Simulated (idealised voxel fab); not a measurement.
This is a process module. Its name is voxel capacitor over wiring.
Cross-section cut spans 220 nm and uses square cells 5 nm in size.
Think of the cross-section as a grid of square cells. We describe it in bands, top to bottom, and each band covers one or more rows of those cells.
For a band, the entry starts with two heights in nm, that of the top and then that of the bottom, and carries on with the band's materials in order from left to right, each alongside its width in nm; the word "everywhere" beside a single material means it fills the band edge to edge, and "blank" means empty space.
Heights are measured from 0, the level below which the as-received wafer is all one material; the lowest band has no bottom and continues downward, written as in "top 0, no bottom".
Graded width ("30->40"): value in top row of band = first number; value in bottom row = second number; row-to-row change constant.
You'll sometimes find "no change occurred" written for a step, and that's the way of saying that nowhere in the cross-section did a cell change during that step.
Reported under the label "Unvented cavities" are the empty spaces having no open way to the top and comprising 8 cells or more; the notation for each is width x height at distance, in which the distance is measured from the left edge and all three values are in nm.
Formally, on a step line, whatever follows the settings is a remark that the simulator itself makes on the step.
For masked steps, "overlay nm" on the step line gives how far right of plan the mask actually lay; a minus sign means it lay to the left.

**Process steps (planned)**
1. RECEIVE | material Si
2. CONFORMAL_DEP | material SiO2 | thk nm 15
3. CONFORMAL_DEP | material SiN | thk nm 5
4. DIRECTIONAL_DEP | material SiO2 | thk nm 15
5. DIRECTIONAL_DEP | material aC | thk nm 10
6. PATTERN | tone open | mask id METAL_1 | material resist | width nm 25 | pitch nm 95 | thk nm 30 | overlay nm 0
7. DIRECTIONAL_ETCH | etch materials aC | depth nm 10
8. STRIP | etch materials resist
9. DIRECTIONAL_ETCH | etch materials SiO2 | depth nm 15
10. DIRECTIONAL_ETCH | etch materials SiN | depth nm 5
11. STRIP | etch materials aC
12. CONFORMAL_DEP | material TiN | thk nm 5
13. FILL_DEP | material W | thk nm 10
14. CMP | height nm 35
15. CONFORMAL_DEP | material SiCN | thk nm 5
16. DIRECTIONAL_DEP | material lowk | thk nm 15
17. MASKED_ETCH | tone open | mask id PLUG_1 | width nm 15 | etch materials lowk | depth nm 15 | overlay nm 0
18. MASKED_ETCH | tone open | mask id PLUG_1 | width nm 15 | etch materials SiCN | depth nm 5 | overlay nm 0
19. EPI | material Ru | thk nm 10
20. EPI | material Ru | thk nm 10
21. DIRECTIONAL_DEP | material TiN | thk nm 5
22. DIRECTIONAL_DEP | material HfO2 | thk nm 5
23. DIRECTIONAL_DEP | material TiN | thk nm 5
24. DIRECTIONAL_DEP | material aC | thk nm 10
25. PATTERN | tone cover | mask id UPPER_PLATE | material resist | width nm 75 | thk nm 30 | overlay nm 0
26. DIRECTIONAL_ETCH | etch materials aC | depth nm 10
27. STRIP | etch materials resist
28. DIRECTIONAL_ETCH | etch materials TiN | depth nm 5
29. DIRECTIONAL_ETCH | etch materials HfO2 | depth nm 5
30. STRIP | etch materials aC
31. PATTERN | tone cover | mask id LOWER_PLATE | material resist | width nm 85 | thk nm 15 | overlay nm 0
32. DIRECTIONAL_ETCH | etch materials TiN | depth nm 5
33. STRIP | etch materials resist
34. FILL_DEP | material SiO2 | thk nm 20
35. CMP | height nm 85
36. DIRECTIONAL_DEP | material aC | thk nm 10
37. PATTERN | tone open | mask id PLUG_2 | material resist | width nm 15 | thk nm 30 | overlay nm 0
38. DIRECTIONAL_ETCH | etch materials aC | depth nm 10
39. STRIP | etch materials resist
40. DIRECTIONAL_ETCH | etch materials SiO2 | depth nm 15
41. STRIP | etch materials aC
42. CONFORMAL_DEP | material TiN | thk nm 5
43. FILL_DEP | material Cu | thk nm 10
44. CMP | height nm 85
45. CONFORMAL_DEP | material SiCN | thk nm 5

**So, the first of our two wafers, run just as we planned it**

**Cross-section, incoming material, after step 1**
* top 0, no bottom | Si everywhere
* Unvented cavities: none

**You're looking at a cross-section of the wafer after step 2**
* top 15, bottom 0 | SiO2 everywhere
* Below 0, the layers are the same as they were.

**You're looking at a cross-section of the wafer after step 3**
* top 20, bottom 15 | SiN everywhere
* Below 15, the layers are the same as they were.

**You're looking at a cross-section of the wafer after step 4**
* top 35, bottom 20 | SiO2 everywhere
* Below 20, the layers are the same as they were.

**You're looking at a cross-section of the wafer after step 5**
* top 45, bottom 35 | aC everywhere
* Below 35, the layers are the same as they were.

**You're looking at a cross-section of the wafer after step 6**
* top 75, bottom 45 | resist: 50, blank: 25, resist: 70, blank: 25, resist: 50
* Below 45, the layers are the same as they were.

**You're looking at a cross-section of the wafer after step 7**
* top 65, bottom 45 | resist: 50, blank: 25, resist: 70, blank: 25, resist: 50
* top 45, bottom 35 | aC: 50, blank: 25, aC: 70, blank: 25, aC: 50
* Below 35, the layers are the same as they were.

**You're looking at a cross-section of the wafer after step 8**
* top 45, bottom 35 | aC: 50, blank: 25, aC: 70, blank: 25, aC: 50
* Below 35, the layers are the same as they were.

**You're looking at a cross-section of the wafer after step 9**
* top 45, bottom 35 | aC: 50, blank: 25, aC: 70, blank: 25, aC: 50
* top 35, bottom 20 | SiO2: 50, blank: 25, SiO2: 70, blank: 25, SiO2: 50
* Below 20, the layers are the same as they were.

**You're looking at a cross-section of the wafer after step 10**
* top 45, bottom 35 | aC: 50, blank: 25, aC: 70, blank: 25, aC: 50
* top 35, bottom 20 | SiO2: 50, blank: 25, SiO2: 70, blank: 25, SiO2: 50
* top 20, bottom 15 | SiN: 50, blank: 25, SiN: 70, blank: 25, SiN: 50
* Below 15, the layers are the same as they were.

**You're looking at a cross-section of the wafer after step 11**
* top 35, bottom 20 | SiO2: 50, blank: 25, SiO2: 70, blank: 25, SiO2: 50
* Below 20, the layers are the same as they were.

**You're looking at a cross-section of the wafer after step 12**
* top 40, bottom 35 | TiN: 55, blank: 15, TiN: 80, blank: 15, TiN: 55
* top 35, bottom 20 | SiO2: 50, TiN: 5, blank: 15, TiN: 5, SiO2: 70, TiN: 5, blank: 15, TiN: 5, SiO2: 50
* top 20, bottom 15 | SiN: 50, TiN: 25, SiN: 70, TiN: 25, SiN: 50
* Below 15, the layers are the same as they were.

**You're looking at a cross-section of the wafer after step 13**
* top 50, bottom 40 | W everywhere
* top 40, bottom 35 | TiN: 55, W: 15, TiN: 80, W: 15, TiN: 55
* top 35, bottom 20 | SiO2: 50, TiN: 5, W: 15, TiN: 5, SiO2: 70, TiN: 5, W: 15, TiN: 5, SiO2: 50
* Below 20, the layers are the same as they were.

**You're looking at a cross-section of the wafer after step 14**
* top 35, bottom 20 | SiO2: 50, TiN: 5, W: 15, TiN: 5, SiO2: 70, TiN: 5, W: 15, TiN: 5, SiO2: 50
* Below 20, the layers are the same as they were.

**You're looking at a cross-section of the wafer after step 15**
* top 40, bottom 35 | SiCN everywhere
* Below 35, the layers are the same as they were.

**You're looking at a cross-section of the wafer after step 16**
* top 55, bottom 40 | lowk everywhere
* Below 40, the layers are the same as they were.

**You're looking at a cross-section of the wafer after step 17**
* top 55, bottom 40 | lowk: 60, blank: 15, lowk: 145
* Below 40, the layers are the same as they were.

**You're looking at a cross-section of the wafer after step 18**
* top 55, bottom 40 | lowk: 60, blank: 15, lowk: 145
* top 40, bottom 35 | SiCN: 60, blank: 15, SiCN: 145
* Below 35, the layers are the same as they were.

**You're looking at a cross-section of the wafer after step 19**
* top 55, bottom 45 | lowk: 60, blank: 15, lowk: 145
* top 45, bottom 40 | lowk: 60, Ru: 15, lowk: 145
* top 40, bottom 35 | SiCN: 60, Ru: 15, SiCN: 145
* Below 35, the layers are the same as they were.

**You're looking at a cross-section of the wafer after step 20**
* top 55, bottom 40 | lowk: 60, Ru: 15, lowk: 145
* Below 40, the layers are the same as they were.

**You're looking at a cross-section of the wafer after step 21**
* top 60, bottom 55 | TiN everywhere
* Below 55, the layers are the same as they were.

**You're looking at a cross-section of the wafer after step 22**
* top 65, bottom 60 | HfO2 everywhere
* Below 60, the layers are the same as they were.

**You're looking at a cross-section of the wafer after step 23**
* top 70, bottom 65 | TiN everywhere
* Below 65, the layers are the same as they were.

**You're looking at a cross-section of the wafer after step 24**
* top 80, bottom 70 | aC everywhere
* Below 70, the layers are the same as they were.

**You're looking at a cross-section of the wafer after step 25**
* top 110, bottom 80 | blank: 60, resist: 75, blank: 85
* Below 80, the layers are the same as they were.

**You're looking at a cross-section of the wafer after step 26**
* top 100, bottom 80 | blank: 60, resist: 75, blank: 85
* top 80, bottom 70 | blank: 60, aC: 75, blank: 85
* Below 70, the layers are the same as they were.

**You're looking at a cross-section of the wafer after step 27**
* top 80, bottom 70 | blank: 60, aC: 75, blank: 85
* Below 70, the layers are the same as they were.

**You're looking at a cross-section of the wafer after step 28**
* top 80, bottom 70 | blank: 60, aC: 75, blank: 85
* top 70, bottom 65 | blank: 60, TiN: 75, blank: 85
* Below 65, the layers are the same as they were.

**You're looking at a cross-section of the wafer after step 29**
* top 80, bottom 70 | blank: 60, aC: 75, blank: 85
* top 70, bottom 65 | blank: 60, TiN: 75, blank: 85
* top 65, bottom 60 | blank: 60, HfO2: 75, blank: 85
* Below 60, the layers are the same as they were.

**You're looking at a cross-section of the wafer after step 30**
* top 70, bottom 65 | blank: 60, TiN: 75, blank: 85
* Below 65, the layers are the same as they were.

**You're looking at a cross-section of the wafer after step 31**
* top 85, bottom 70 | blank: 55, resist: 85, blank: 80
* top 70, bottom 65 | blank: 55, resist: 5, TiN: 75, resist: 5, blank: 80
* top 65, bottom 60 | blank: 55, resist: 5, HfO2: 75, resist: 5, blank: 80
* Below 60, the layers are the same as they were.

**You're looking at a cross-section of the wafer after step 32**
* top 85, bottom 70 | blank: 55, resist: 85, blank: 80
* top 70, bottom 65 | blank: 55, resist: 5, TiN: 75, resist: 5, blank: 80
* top 65, bottom 60 | blank: 55, resist: 5, HfO2: 75, resist: 5, blank: 80
* top 60, bottom 55 | blank: 55, TiN: 85, blank: 80
* Below 55, the layers are the same as they were.

**You're looking at a cross-section of the wafer after step 33**
* top 70, bottom 65 | blank: 60, TiN: 75, blank: 85
* top 65, bottom 60 | blank: 60, HfO2: 75, blank: 85
* Below 60, the layers are the same as they were.

**You're looking at a cross-section of the wafer after step 34**
* top 90, bottom 70 | SiO2 everywhere
* top 70, bottom 65 | SiO2: 60, TiN: 75, SiO2: 85
* top 65, bottom 60 | SiO2: 60, HfO2: 75, SiO2: 85
* top 60, bottom 55 | SiO2: 55, TiN: 85, SiO2: 80
* Below 55, the layers are the same as they were.

**You're looking at a cross-section of the wafer after step 35**
* top 85, bottom 70 | SiO2 everywhere
* Below 70, the layers are the same as they were.

**You're looking at a cross-section of the wafer after step 36**
* top 95, bottom 85 | aC everywhere
* Below 85, the layers are the same as they were.

**You're looking at a cross-section of the wafer after step 37**
* top 125, bottom 95 | resist: 70, blank: 15, resist: 135
* Below 95, the layers are the same as they were.

**You're looking at a cross-section of the wafer after step 38**
* top 115, bottom 95 | resist: 70, blank: 15, resist: 135
* top 95, bottom 85 | aC: 70, blank: 15, aC: 135
* Below 85, the layers are the same as they were.

**You're looking at a cross-section of the wafer after step 39**
* top 95, bottom 85 | aC: 70, blank: 15, aC: 135
* Below 85, the layers are the same as they were.

**You're looking at a cross-section of the wafer after step 40**
* top 95, bottom 85 | aC: 70, blank: 15, aC: 135
* top 85, bottom 70 | SiO2: 70, blank: 15, SiO2: 135
* Below 70, the layers are the same as they were.

**You're looking at a cross-section of the wafer after step 41**
* top 85, bottom 70 | SiO2: 70, blank: 15, SiO2: 135
* Below 70, the layers are the same as they were.

**You're looking at a cross-section of the wafer after step 42**
* top 90, bottom 85 | TiN: 75, blank: 5, TiN: 140
* top 85, bottom 75 | SiO2: 70, TiN: 5, blank: 5, TiN: 5, SiO2: 135
* top 75, bottom 65 | SiO2: 70->60, TiN: 15->75, SiO2: 135->85
* Below 65, the layers are the same as they were.

**You're looking at a cross-section of the wafer after step 43**
* top 100, bottom 90 | Cu everywhere
* top 90, bottom 85 | TiN: 75, Cu: 5, TiN: 140
* top 85, bottom 75 | SiO2: 70, TiN: 5, Cu: 5, TiN: 5, SiO2: 135
* Below 75, the layers are the same as they were.

**You're looking at a cross-section of the wafer after step 44**
* top 85, bottom 75 | SiO2: 70, TiN: 5, Cu: 5, TiN: 5, SiO2: 135
* Below 75, the layers are the same as they were.

**You're looking at a cross-section of the wafer after step 45**
* top 90, bottom 85 | SiCN everywhere
* Below 85, the layers are the same as they were.

**For the second wafer, take the first wafer's start and plan, then add one mistake made in running it; everything through step 21, that step included, is shared with the first**

**Planned end of step 22: second wafer, cross-section**
* top 65, bottom 55 | TiN everywhere
* Below 55, the layers are the same as they were.

**Planned end of step 23: second wafer, cross-section**
* top 70, bottom 65 | HfO2 everywhere
* Below 65, the layers are the same as they were.

**Planned end of step 24: second wafer, cross-section**
* top 80, bottom 70 | aC everywhere
* Below 70, the layers are the same as they were.

**Planned end of step 25: second wafer, cross-section**
* top 110, bottom 80 | blank: 60, resist: 75, blank: 85
* Below 80, the layers are the same as they were.

**Planned end of step 26: second wafer, cross-section**
* top 100, bottom 80 | blank: 60, resist: 75, blank: 85
* top 80, bottom 70 | blank: 60, aC: 75, blank: 85
* Below 70, the layers are the same as they were.

**Planned end of step 27: second wafer, cross-section**
* top 80, bottom 70 | blank: 60, aC: 75, blank: 85
* Below 70, the layers are the same as they were.

Planned end of step 28: second wafer, cross-section: no change occurred

**Planned end of step 29: second wafer, cross-section**
* top 80, bottom 70 | blank: 60, aC: 75, blank: 85
* top 70, bottom 65 | blank: 60, HfO2: 75, blank: 85
* Below 65, the layers are the same as they were.

**Planned end of step 30: second wafer, cross-section**
* top 70, bottom 65 | blank: 60, HfO2: 75, blank: 85
* Below 65, the layers are the same as they were.

**Planned end of step 31: second wafer, cross-section**
* top 85, bottom 70 | blank: 55, resist: 85, blank: 80
* top 70, bottom 65 | blank: 55, resist: 5, HfO2: 75, resist: 5, blank: 80
* Below 65, the layers are the same as they were.

**Planned end of step 32: second wafer, cross-section**
* top 85, bottom 70 | blank: 55, resist: 85, blank: 80
* top 70, bottom 65 | blank: 55, resist: 5, HfO2: 75, resist: 5, blank: 80
* top 65, bottom 60 | blank: 55, TiN: 85, blank: 80
* Below 60, the layers are the same as they were.

**Planned end of step 33: second wafer, cross-section**
* top 70, bottom 65 | blank: 60, HfO2: 75, blank: 85
* Below 65, the layers are the same as they were.

**Planned end of step 34: second wafer, cross-section**
* top 90, bottom 70 | SiO2 everywhere
* top 70, bottom 65 | SiO2: 60, HfO2: 75, SiO2: 85
* top 65, bottom 60 | SiO2: 55, TiN: 85, SiO2: 80
* Below 60, the layers are the same as they were.

**Planned end of step 35: second wafer, cross-section**
* top 85, bottom 70 | SiO2 everywhere
* Below 70, the layers are the same as they were.

**Planned end of step 36: second wafer, cross-section**
* top 95, bottom 85 | aC everywhere
* Below 85, the layers are the same as they were.

**Planned end of step 37: second wafer, cross-section**
* top 125, bottom 95 | resist: 70, blank: 15, resist: 135
* Below 95, the layers are the same as they were.

**Planned end of step 38: second wafer, cross-section**
* top 115, bottom 95 | resist: 70, blank: 15, resist: 135
* top 95, bottom 85 | aC: 70, blank: 15, aC: 135
* Below 85, the layers are the same as they were.

**Planned end of step 39: second wafer, cross-section**
* top 95, bottom 85 | aC: 70, blank: 15, aC: 135
* Below 85, the layers are the same as they were.

**Planned end of step 40: second wafer, cross-section**
* top 95, bottom 85 | aC: 70, blank: 15, aC: 135
* top 85, bottom 70 | SiO2: 70, blank: 15, SiO2: 135
* Below 70, the layers are the same as they were.

**Planned end of step 41: second wafer, cross-section**
* top 85, bottom 70 | SiO2: 70, blank: 15, SiO2: 135
* Below 70, the layers are the same as they were.

**Planned end of step 42: second wafer, cross-section**
* top 90, bottom 85 | TiN: 75, blank: 5, TiN: 140
* top 85, bottom 75 | SiO2: 70, TiN: 5, blank: 5, TiN: 5, SiO2: 135
* top 75, bottom 70 | SiO2: 70, TiN: 15, SiO2: 135
* Below 70, the layers are the same as they were.

**Planned end of step 43: second wafer, cross-section**
* top 100, bottom 90 | Cu everywhere
* top 90, bottom 85 | TiN: 75, Cu: 5, TiN: 140
* top 85, bottom 75 | SiO2: 70, TiN: 5, Cu: 5, TiN: 5, SiO2: 135
* Below 75, the layers are the same as they were.

**Planned end of step 44: second wafer, cross-section**
* top 85, bottom 75 | SiO2: 70, TiN: 5, Cu: 5, TiN: 5, SiO2: 135
* Below 75, the layers are the same as they were.

**Planned end of step 45: second wafer, cross-section**
* top 90, bottom 85 | SiCN everywhere
* Below 85, the layers are the same as they were.
Deviation noted in wafer processing: the intended sequence of steps 22 and 23 was reversed during processing, with each occupying the position of the other
Cell-count delta at end, second wafer over first, by material: 29 fewer of SiO2, 29 more of TiN
